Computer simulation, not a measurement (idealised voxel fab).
This section sets out a process module, namely voxel self aligned contacts.
235 nm wide, 5 nm square cells: that's cross-section cut.
Format of a cross-section: grid, square cells. Given as bands. Order: top down. Band: one or more rows of cells. This entry defines a band. It first specifies the height of the band's top and the height of its bottom in nm, and then specifies the band's materials from left to right, stating each material with its width in nm. The word "throughout" identifies a single material that fills the band from edge to edge, while the word "blank" identifies empty space. Heights are measured from 0, the level below which the as-received wafer is all one material; the lowest band has no bottom and continues downward, written as in "0 nm and below". The expression "30..40" gives the width at the extremes of the band, the first number at its top row of cells and the second at its bottom row, with the width changing by equal amounts from each row to the next in between. "stayed the same" means the step left every cell of the cross-section as it was. Empty spaces without an open route to the top, at least 8 cells in extent, make up the entry "Fully sealed voids"; each is given as width x height at distance, where the distance is measured from the left edge, and all are in nm. Note: text after step settings on the step line = simulator remark on that step. What "overlay nm" on a step's line means: if the step has a mask, that mask lay this far to the right of its planned place, or, when the value is negative, to the left.

HERE'S WHAT THE PLANNED PROCESS STEPS LOOK LIKE
- 1: RECEIVE [material Si]
- 2: OXIDIZE [depth nm 5]
- 3: DIRECTIONAL_DEP [material polySi] [thk nm 30]
- 4: DIRECTIONAL_DEP [material SiN] [thk nm 20]
- 5: PATTERN [tone cover] [mask id GATE] [material resist] [width nm 30] [pitch nm 70] [thk nm 15] [overlay nm 0]
- 6: DIRECTIONAL_ETCH [etch materials SiN] [depth nm 20]
- 7: DIRECTIONAL_ETCH [etch materials polySi] [depth nm 30]
- 8: STRIP [etch materials resist]
- 9: CONFORMAL_DEP [material SiN] [thk nm 10]
- 10: DIRECTIONAL_ETCH [etch materials SiN] [depth nm 10]
- 11: FILL_DEP [material SiO2] [thk nm 20]
- 12: CMP [height nm 60]
- 13: DIRECTIONAL_DEP [material aC] [thk nm 15]
- 14: PATTERN [tone open] [mask id CONTACT] [material resist] [width nm 50] [pitch nm 70] [thk nm 30] [overlay nm 0]
- 15: DIRECTIONAL_ETCH [etch materials aC] [depth nm 15]
- 16: STRIP [etch materials resist]
- 17: DIRECTIONAL_ETCH [etch materials SiO2] [depth nm 65]
- 18: STRIP [etch materials aC]
- 19: CONFORMAL_DEP [material TiN] [thk nm 5]
- 20: FILL_DEP [material W] [thk nm 5]
- 21: CMP [height nm 60]
- 22: CONFORMAL_DEP [material SiCN] [thk nm 5]

RECEIVED-STATE CROSS-SECTION, REFLECTING COMPLETION OF STEP 1
  0 nm and below: Si throughout
  Fully sealed voids: none

CROSS-SECTION, FIRST OF TWO WAFERS, END OF MODULE, RUN AS PLANNED
  65 nm to 60 nm: SiCN throughout
  60 nm to 50 nm: 55 SiO2, 5..20 TiN, 40..10 W, 5..20 TiN, 20 SiO2, 5..20 TiN, 40..10 W, 5..20 TiN, 60 SiO2
  50 nm to 30 nm: 20 SiO2, 50 SiN, 5 TiN, 10 W, 5 TiN, 50 SiN, 5 TiN, 10 W, 5 TiN, 50 SiN, 25 SiO2
  30 nm to 0 nm: 20 SiO2, 10 SiN, 30 polySi, 10 SiN, 5 TiN, 10 W, 5 TiN, 10 SiN, 30 polySi, 10 SiN, 5 TiN, 10 W, 5 TiN, 10 SiN, 30 polySi, 10 SiN, 25 SiO2
  0 nm to -5 nm: 70 SiO2, 20 TiN, 50 SiO2, 20 TiN, 75 SiO2
  -5 nm and below: Si throughout
  Fully sealed voids: none

WAFER TWO, SECTIONED AFTER THE MODULE: THE FIRST WAFER'S START, THE FIRST WAFER'S PLAN, AND ONE MISTAKE IN HOW IT WAS RUN
  65 nm to 60 nm: SiCN throughout
  60 nm to 50 nm: 55 SiO2, 5..20 TiN, 40..10 W, 5..20 TiN, 20 SiO2, 5..20 TiN, 40..10 W, 5..20 TiN, 60 SiO2
  50 nm to 30 nm: 20 SiO2, 50 SiN, 5 TiN, 10 W, 5 TiN, 50 SiN, 5 TiN, 10 W, 5 TiN, 50 SiN, 25 SiO2
  30 nm to 25 nm: 70 SiO2, 20 TiN, 50 SiO2, 20 TiN, 75 SiO2
  25 nm to 0 nm: polySi throughout
  0 nm and below: Si throughout
  Fully sealed voids: none
The mistake made against the process plan was this: the processing plan was not followed for steps 2 and 3, which were run with their positions exchanged
Final comparison by cell count, materials where the second wafer has more or fewer than the first: Si +47, SiN -72, SiO2 -54, TiN -24, W -24, polySi +127
